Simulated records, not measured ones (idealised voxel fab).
process module | voxel ribs on slabs
cross-section cut | 190 nm wide | cells 5 nm
A cross-section is a grid of square cells, given in bands from the top down. A band is one or more rows of cells.
Each band's line starts with the height of the band's top and of its bottom, in nm. Then come its materials from left to right, each with its width in nm. One material with "throughout" fills the band from edge to edge. "air" is empty space.
Height 0 is the level under which the wafer as received is all one material. The lowest band goes on downwards, as in "0 down".
A width such as "30 to 40" changes by the same amount from each row of cells to the next, from the band's top row to its bottom row.
"no change" after a step means that no cell of the cross-section changed.
closed voids: empty space of 8 cells or more with no open way to the top, each as width x height at its distance from the left edge, in nm
after a step's settings: what the simulator itself notes on the step
overlay nm, on a step with a mask: how far to the right of its planned place the mask lay; to the left if negative
plan
1 op RECEIVE | material Si
2 op DIRECTIONAL_DEP | material SiO2 | thk nm 20
3 op DIRECTIONAL_DEP | material SiN | thk nm 20
4 op DIRECTIONAL_DEP | material aC | thk nm 10
5 op PATTERN | tone cover | mask id RIB | material resist | width nm 30 | thk nm 30 | overlay nm 0
6 op DIRECTIONAL_ETCH | etch materials aC | depth nm 10
7 op STRIP | etch materials resist
8 op DIRECTIONAL_ETCH | etch materials SiN | depth nm 10
9 op STRIP | etch materials aC
10 op MASKED_ETCH | tone cover | mask id SLAB | width nm 70 | etch materials SiN | depth nm 10 | overlay nm 0
11 op FILL_DEP | material SiO2 | thk nm 20
12 op CMP | height nm 55
13 op DIRECTIONAL_DEP | material TiN | thk nm 10
14 op PATTERN | tone cover | mask id HEATER | material resist | width nm 40 | thk nm 20 | overlay nm 0
15 op DIRECTIONAL_ETCH | etch materials TiN | depth nm 10
16 op STRIP | etch materials resist
17 op CONFORMAL_DEP | material SiN | thk nm 5
as received, after step 1
  0 down: Si throughout
  closed voids: none
first wafer at the end, as planned
  70 to 65: air 70 | SiN 50 | air 70
  65 to 60: air 70 | SiN 5 | TiN 40 | SiN 5 | air 70
  60 to 55: SiN 75 | TiN 40 | SiN 75
  55 to 40: SiO2 throughout
  40 to 30: SiO2 80 | SiN 30 | SiO2 80
  30 to 20: SiO2 60 | SiN 70 | SiO2 60
  20 to 0: SiO2 throughout
  0 down: Si throughout
  closed voids: none
second wafer at the end: like start, like plan, one mistake
  70 to 65: air 70 | SiN 50 | air 70
  65 to 60: air 70 | SiN 5 | TiN 40 | SiN 5 | air 70
  60 to 55: SiN 75 | TiN 40 | SiN 75
  55 to 35: SiO2 throughout
  35 to 25: SiO2 80 | SiN 30 | SiO2 80
  25 to 15: SiO2 60 | SiN 70 | SiO2 60
  15 to 0: SiO2 throughout
  0 down: Si throughout
  closed voids: none
what went wrong: step 2 ran as: op DIRECTIONAL_DEP | material SiO2 | thk nm 15
at the end the second wafer has, in cells: as many of each material as the first, in other places
